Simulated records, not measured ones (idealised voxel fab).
Presented below is a process module, voxel tone inversion.
Square cell edge 5 nm, section width 265 nm, ID cut.
Notation: cross-section as square-cell grid; stated in bands, top first, going down; one or more cell rows per band.
Band: top and bottom heights (nm) first, top before bottom; then materials from left to right, widths in nm. "all across" marks a sole material filling the band edge to edge. "empty" denotes empty space.
Basically, 0 is our baseline, since under it the wafer straight out of the box is all one material. The bottom band has no lower end and keeps on going down, so it looks like "from 0 down".
A width given as "30 to 40" starts at the first number in the band's top row and ends at the second number in its bottom row, shifting by an equal amount at every step from row to row.
The cross-section has no changed cell in any step marked "no modification".
Reported under the label "Voids, sealed" are the empty spaces having no open way to the top and comprising 8 cells or more; the notation for each is width x height at distance, in which the distance is measured from the left edge and all three values are in nm.
What comes after the settings on a step's line is commentary from the simulator itself on that step.
For masked steps, "overlay nm" on the step line gives how far right of plan the mask actually lay; a minus sign means it lay to the left.

Steps planned for the process:
| 1 | RECEIVE (material Si) |
| 2 | CONFORMAL_DEP (material SiCN; thk nm 5) |
| 3 | DIRECTIONAL_DEP (material aC; thk nm 20) |
| 4 | PATTERN (tone cover; mask id POSTS; material resist; width nm 15; pitch nm 35; thk nm 25; overlay nm 0) |
| 5 | DIRECTIONAL_ETCH (etch materials aC; depth nm 20) |
| 6 | STRIP (etch materials resist) |
| 7 | FILL_DEP (material SiO2; thk nm 5) |
| 8 | CMP (height nm 15) |
| 9 | STRIP (etch materials aC) |
Where the wafers of this document differ is in the height nm of step 8; they start out the same, and the plan states the value that applied to the first wafer.

The as-received cross-section of the first of several wafers corresponds to the state after step 1:
	from 0 down: Si all across
	Voids, sealed: none

Table: wafers, a row each; end-of-module cell change per material since receipt, gain (+), loss (-); then closed voids:
height nm 15 | +53 SiCN | +94 SiO2 | Voids, sealed: none
height nm 20 | +53 SiCN | +141 SiO2 | Voids, sealed: none
height nm 25 | +53 SiCN | +188 SiO2 | Voids, sealed: none
height nm 30 | +53 SiCN | +241 SiO2 | +24 aC | Voids, sealed: none
